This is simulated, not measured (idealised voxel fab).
process module | voxel gate over fins
cross-section cut | 240 nm wide | cells 5 nm
A cross-section is a grid of square cells, given in bands from the top down. A band is one or more rows of cells.
Each band's line starts with the height of the band's top and of its bottom, in nm. Then come its materials from left to right, each with its width in nm. One material with "throughout" fills the band from edge to edge. "air" is empty space.
Height 0 is the level under which the wafer as received is all one material. The lowest band goes on downwards, as in "0 down".
A width such as "30 to 40" changes by the same amount from each row of cells to the next, from the band's top row to its bottom row.
"no change" after a step means that no cell of the cross-section changed.
closed voids: empty space of 8 cells or more with no open way to the top, each as width x height at its distance from the left edge, in nm
after a step's settings: what the simulator itself notes on the step
overlay nm, on a step with a mask: how far to the right of its planned place the mask lay; to the left if negative
plan
1 op RECEIVE | material Si
2 op CONFORMAL_DEP | material SiN | thk nm 10
3 op MASKED_ETCH | tone cover | mask id FINS | width nm 15 | pitch nm 55 | etch materials SiN | depth nm 10 | overlay nm 0
4 op MASKED_ETCH | tone cover | mask id FINS | width nm 15 | pitch nm 55 | etch materials Si | depth nm 30 | overlay nm 0
5 op FILL_DEP | material SiO2 | thk nm 10
6 op CMP | height nm 10
7 op PATTERN | tone open | mask id RAIL | material resist | width nm 15 | thk nm 20 | overlay nm 0
8 op DIRECTIONAL_ETCH | etch materials SiO2 | depth nm 35
9 op STRIP | etch materials resist
10 op CONFORMAL_DEP | material TiN | thk nm 5
11 op FILL_DEP | material Ru | thk nm 5
12 op CMP | height nm 10
13 op SELECTIVE_ETCH | etch materials W Ru TiN | depth nm 30
14 op FILL_DEP | material SiO2 | thk nm 5
15 op CMP | height nm 10
16 op SELECTIVE_ETCH | etch materials SiO2 | depth nm 20
17 op STRIP | etch materials SiN
18 op CONFORMAL_DEP | material HfO2 | thk nm 5
19 op CONFORMAL_DEP | material TiN | thk nm 5
20 op FILL_DEP | material W | thk nm 10
21 op CMP | height nm 15
22 op CONFORMAL_DEP | material SiCN | thk nm 10
as received, after step 1
  0 down: Si throughout
  closed voids: none
first wafer at the end, as planned
  25 to 15: SiCN throughout
  15 to 10: W throughout
  10 to 5: W 45 | TiN 35 | W 20 | TiN 35 | W 20 | TiN 35 | W 50
  5 to 0: W 45 | TiN 5 | HfO2 25 | TiN 5 | W 20 | TiN 5 | HfO2 25 | TiN 5 | W 20 | TiN 5 | HfO2 25 | TiN 5 | W 50
  0 to -5: TiN 50 | HfO2 5 | Si 15 | HfO2 5 | TiN 30 | HfO2 5 | Si 15 | HfO2 5 | TiN 30 | HfO2 5 | Si 15 | HfO2 5 | TiN 55
  -5 to -10: HfO2 55 | Si 15 | HfO2 40 | Si 15 | HfO2 40 | Si 15 | HfO2 60
  -10 to -20: SiO2 55 | Si 15 | SiO2 40 | Si 15 | SiO2 40 | Si 15 | SiO2 60
  -20 to -25: SiO2 55 | Si 15 | SiO2 10 | TiN 15 | SiO2 15 | Si 15 | SiO2 40 | Si 15 | SiO2 60
  -25 to -30: SiO2 55 | Si 15 | SiO2 40 | Si 15 | SiO2 40 | Si 15 | SiO2 60
  -30 down: Si throughout
  closed voids: none
second wafer at the end: like start, like plan, one mistake
  25 to 15: SiCN throughout
  15 to 10: W 35 | TiN 165 | W 40
  10 to 5: TiN throughout
  5 to 0: TiN 50 | HfO2 25 | TiN 30 | HfO2 25 | TiN 30 | HfO2 25 | TiN 55
  0 to -5: TiN 50 | HfO2 5 | Si 15 | HfO2 5 | TiN 30 | HfO2 5 | Si 15 | HfO2 5 | TiN 30 | HfO2 5 | Si 15 | HfO2 5 | TiN 55
  -5 to -10: HfO2 55 | Si 15 | HfO2 40 | Si 15 | HfO2 40 | Si 15 | HfO2 60
  -10 to -20: SiO2 55 | Si 15 | SiO2 40 | Si 15 | SiO2 40 | Si 15 | SiO2 60
  -20 to -25: SiO2 55 | Si 15 | SiO2 10 | TiN 15 | SiO2 15 | Si 15 | SiO2 40 | Si 15 | SiO2 60
  -25 to -30: SiO2 55 | Si 15 | SiO2 40 | Si 15 | SiO2 40 | Si 15 | SiO2 60
  -30 down: Si throughout
  closed voids: none
what went wrong: step 19 ran as: op CONFORMAL_DEP | material TiN | thk nm 15
at the end the second wafer has, in cells: 87 more of TiN | 87 fewer of W
